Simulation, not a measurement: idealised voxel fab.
Title: Process Module voxel wiring stack
The figure presents cross-section cut, which has a width of 270 nm and is divided into square cells with an edge length of 5 nm.
A cross-section is written here as square cells arranged in a grid, and it is given in bands from the top down, each band taking up one or more rows of cells.
Look at the band entry: it leads with the top's height and the bottom's height in nm. Then it lists the materials left to right, with a width in nm for each. The word "edge to edge" on a single material says that material fills the band edge to edge. The word "blank" is empty space.
Beneath 0, the wafer as received is one material, and that level is where height counting begins. The lowest band goes on downward without a bottom; it is written like "top 0, no bottom".
A width given as "30->40" starts at the first number in the band's top row and ends at the second number in its bottom row, shifting by an equal amount at every step from row to row.
Where the words "no alteration" appear for a step, the cross-section shows no cell changed by that step; every cell remained as before.
Each empty space that has no open way to the top and spans at least 8 cells appears under "Closed-off voids" as width x height at distance, the distance counted from the left edge, all in nm.
That trailing text on a step's line, after the settings, is the simulator's own remark on the step.
When a step includes a mask, the "overlay nm" setting on its line states how far to the right of its planned place that mask lay, and negative values state how far to the left.
Below is the list of planned process steps
1 RECEIVE, material Si
2 CONFORMAL_DEP, material SiO2, thk nm 10
3 DIRECTIONAL_DEP, material TiN, thk nm 5
4 DIRECTIONAL_DEP, material W, thk nm 20
5 MASKED_ETCH, tone cover, mask id METAL_1, width nm 25, pitch nm 55, etch materials W, depth nm 20, overlay nm 0
6 MASKED_ETCH, tone cover, mask id METAL_1, width nm 25, pitch nm 55, etch materials TiN, depth nm 5, overlay nm 0
7 CONFORMAL_DEP, material SiCN, thk nm 5
8 FILL_DEP, material SiO2, thk nm 5
9 CMP, height nm 35
10 CONFORMAL_DEP, material SiCN, thk nm 5
11 DIRECTIONAL_DEP, material lowk, thk nm 15
12 DIRECTIONAL_DEP, material aC, thk nm 15
13 PATTERN, tone open, mask id PLUG_1, material resist, width nm 15, pitch nm 55, thk nm 30, overlay nm 0
14 DIRECTIONAL_ETCH, etch materials aC, depth nm 15
15 STRIP, etch materials resist
16 DIRECTIONAL_ETCH, etch materials lowk, depth nm 15
17 DIRECTIONAL_ETCH, etch materials SiCN, depth nm 5
18 STRIP, etch materials aC
19 CONFORMAL_DEP, material TiN, thk nm 5
20 FILL_DEP, material Cu, thk nm 10
21 CMP, height nm 55
22 DIRECTIONAL_DEP, material TiN, thk nm 5
23 DIRECTIONAL_DEP, material Ru, thk nm 20
24 DIRECTIONAL_DEP, material aC, thk nm 15
25 PATTERN, tone cover, mask id METAL_2, material resist, width nm 25, pitch nm 55, thk nm 35, overlay nm 0
26 DIRECTIONAL_ETCH, etch materials aC, depth nm 15
27 STRIP, etch materials resist
28 DIRECTIONAL_ETCH, etch materials Ru, depth nm 20
29 DIRECTIONAL_ETCH, etch materials TiN, depth nm 5
30 STRIP, etch materials aC
31 FILL_DEP, material SiO2, thk nm 5
32 CMP, height nm 80
33 CONFORMAL_DEP, material SiCN, thk nm 5
34 DIRECTIONAL_DEP, material lowk, thk nm 30
35 PATTERN, tone open, mask id METAL_3, material resist, width nm 25, pitch nm 55, thk nm 20, overlay nm 0
36 DIRECTIONAL_ETCH, etch materials lowk, depth nm 15
37 STRIP, etch materials resist
38 DIRECTIONAL_DEP, material aC, thk nm 15
39 PATTERN, tone open, mask id METAL_3_HOLES, material resist, width nm 15, thk nm 35, overlay nm 0
40 DIRECTIONAL_ETCH, etch materials aC, depth nm 15
41 STRIP, etch materials resist
42 DIRECTIONAL_ETCH, etch materials lowk, depth nm 15
43 DIRECTIONAL_ETCH, etch materials SiCN, depth nm 5
44 STRIP, etch materials aC
45 CONFORMAL_DEP, material TiN, thk nm 5
46 FILL_DEP, material Cu, thk nm 10
47 CMP, height nm 115
48 CONFORMAL_DEP, material SiN, thk nm 5
Here's what the wafer looked like in cross-section when it arrived - that's after step 1
- top 0, no bottom  Si edge to edge
- Closed-off voids: none
Cross-section: first of two wafers, module finished, run according to plan
- top 120, bottom 115  SiN edge to edge
- top 115, bottom 105  lowk: 95 | TiN: 5 | Cu: 15 | TiN: 5 | lowk: 30 | TiN: 5 | Cu: 15 | TiN: 5 | lowk: 95
- top 105, bottom 100  lowk: 95 | TiN: 5 | Cu: 5 | TiN: 15 | lowk: 30 | TiN: 25 | lowk: 95
- top 100, bottom 85  lowk: 95 | TiN: 5 | Cu: 5 | TiN: 5 | lowk: 160
- top 85, bottom 80  SiCN: 95 | TiN: 15 | SiCN: 160
- top 80, bottom 60  SiO2: 95 | Ru: 25 | SiO2: 30 | Ru: 25 | SiO2: 95
- top 60, bottom 55  SiO2: 95 | TiN: 25 | SiO2: 30 | TiN: 25 | SiO2: 95
- top 55, bottom 40  lowk: 95 | TiN: 5 | Cu: 5 | TiN: 5 | lowk: 40 | TiN: 5 | Cu: 5 | TiN: 5 | lowk: 105
- top 40, bottom 35  SiCN: 95 | TiN: 15 | SiCN: 40 | TiN: 15 | SiCN: 105
- top 35, bottom 15  SiO2: 90 | SiCN: 5 | W: 25 | SiCN: 5 | SiO2: 20 | SiCN: 5 | W: 25 | SiCN: 5 | SiO2: 90
- top 15, bottom 10  SiCN: 95 | TiN: 25 | SiCN: 30 | TiN: 25 | SiCN: 95
- top 10, bottom 0  SiO2 edge to edge
- top 0, no bottom  Si edge to edge
- Closed-off voids: none
So this is wafer number two of the two, cut at the end of the module - it started where the first did and had the same plan, we just got one thing wrong running it
- top 120, bottom 115  SiN edge to edge
- top 115, bottom 105  lowk: 95 | TiN: 5 | Cu: 15 | TiN: 5 | lowk: 30 | TiN: 5 | Cu: 15 | TiN: 5 | lowk: 95
- top 105, bottom 100  lowk: 95 | TiN: 5 | Cu: 5 | TiN: 15 | lowk: 30 | TiN: 25 | lowk: 95
- top 100, bottom 85  lowk: 95 | TiN: 5 | Cu: 5 | TiN: 5 | lowk: 160
- top 85, bottom 80  SiCN: 95 | TiN: 15 | SiCN: 160
- top 80, bottom 60  SiO2: 95 | Ru: 25 | SiO2: 30 | Ru: 25 | SiO2: 95
- top 60, bottom 55  SiO2: 95 | TiN: 25 | SiO2: 30 | TiN: 25 | SiO2: 95
- top 55, bottom 40  lowk: 95 | TiN: 5 | Cu: 5 | TiN: 5 | lowk: 40 | TiN: 5 | Cu: 5 | TiN: 5 | lowk: 105
- top 40, bottom 35  SiCN: 95 | TiN: 15 | SiCN: 40 | TiN: 15 | SiCN: 105
- top 35, bottom 30  SiO2 edge to edge
- top 30, bottom 25  SiO2: 90 | SiCN: 35 | SiO2: 20 | SiCN: 35 | SiO2: 90
- top 25, bottom 5  SiO2: 90 | SiCN: 5 | W: 25 | SiCN: 5 | SiO2: 20 | SiCN: 5 | W: 25 | SiCN: 5 | SiO2: 90
- top 5, bottom 0  SiCN: 95 | TiN: 25 | SiCN: 30 | TiN: 25 | SiCN: 95
- top 0, no bottom  Si edge to edge
- Closed-off voids: none
Finding, execution versus plan: step 2 from the plan never happened, it was just skipped
Cell-count delta at end, second wafer over first, by material: SiCN: 14 more; SiO2: 14 fewer
